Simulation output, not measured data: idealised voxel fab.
The document below concerns the process module designated voxel spacer lines.
Displayed cross-section: cut, width of 200 nm, square cells sized 5 nm.
Notation: cross-section as square-cell grid; stated in bands, top first, going down; one or more cell rows per band. Basically the band line says how high the top is and how high the bottom is, in nm, and then what's in it from left to right, every material with its width in nm. Empty space shows up as "blank", and if a single material carries "all across" it runs the full band edge to edge. Heights from 0 (as-received wafer is one material below). Bottom band endless downward, as "from 0 down". The width entry "30..40" should be interpreted row by row: the top row of cells in the band takes the first number, the bottom row takes the second number, and the change between adjacent rows is uniform throughout. "changes: none", as given for a step, is the statement that not any cell of the cross-section underwent a change during that step. "Trapped cavities" - sealed voids, min. 8 cells, no opening to top; format: width x height at distance (distance from left edge; nm throughout). If you see something after the settings on a step's line, that's the simulator's own remark about that step. A step line may carry the setting "overlay nm", which, for steps involving a mask, states the distance by which the mask lay to the right of its intended position; negative values denote displacement to the left.

Here's what the planned process steps look like
1,RECEIVE: material Si
2,CONFORMAL_DEP: material Al2O3, thk nm 10
3,DIRECTIONAL_DEP: material W, thk nm 20
4,DIRECTIONAL_DEP: material aC, thk nm 20
5,PATTERN: tone cover, mask id MANDREL, material resist, width nm 20, pitch nm 60, thk nm 25, overlay nm 0
6,DIRECTIONAL_ETCH: etch materials aC, depth nm 20
7,STRIP: etch materials resist
8,CONFORMAL_DEP: material SiN, thk nm 10
9,DIRECTIONAL_ETCH: etch materials SiN, depth nm 10
10,STRIP: etch materials aC
11,DIRECTIONAL_ETCH: etch materials W, depth nm 20
12,STRIP: etch materials SiN

Here's what the wafer looked like in cross-section when it arrived - that's after step 1
  from 0 down  Si all across
  Trapped cavities: none

Wafer cross-section at end of module: start and plan as shown above, one execution error
  from 30 to 10  blank 30, W 20, blank 40, W 20, blank 40, W 20, blank 30
  from 10 to 0  Al2O3 all across
  from 0 down  Si all across
  Trapped cavities: none
Plan not followed: planned and actual differ for step 5; actual: PATTERN: tone open, mask id MANDREL, material resist, width nm 20, pitch nm 60, thk nm 25, overlay nm 0
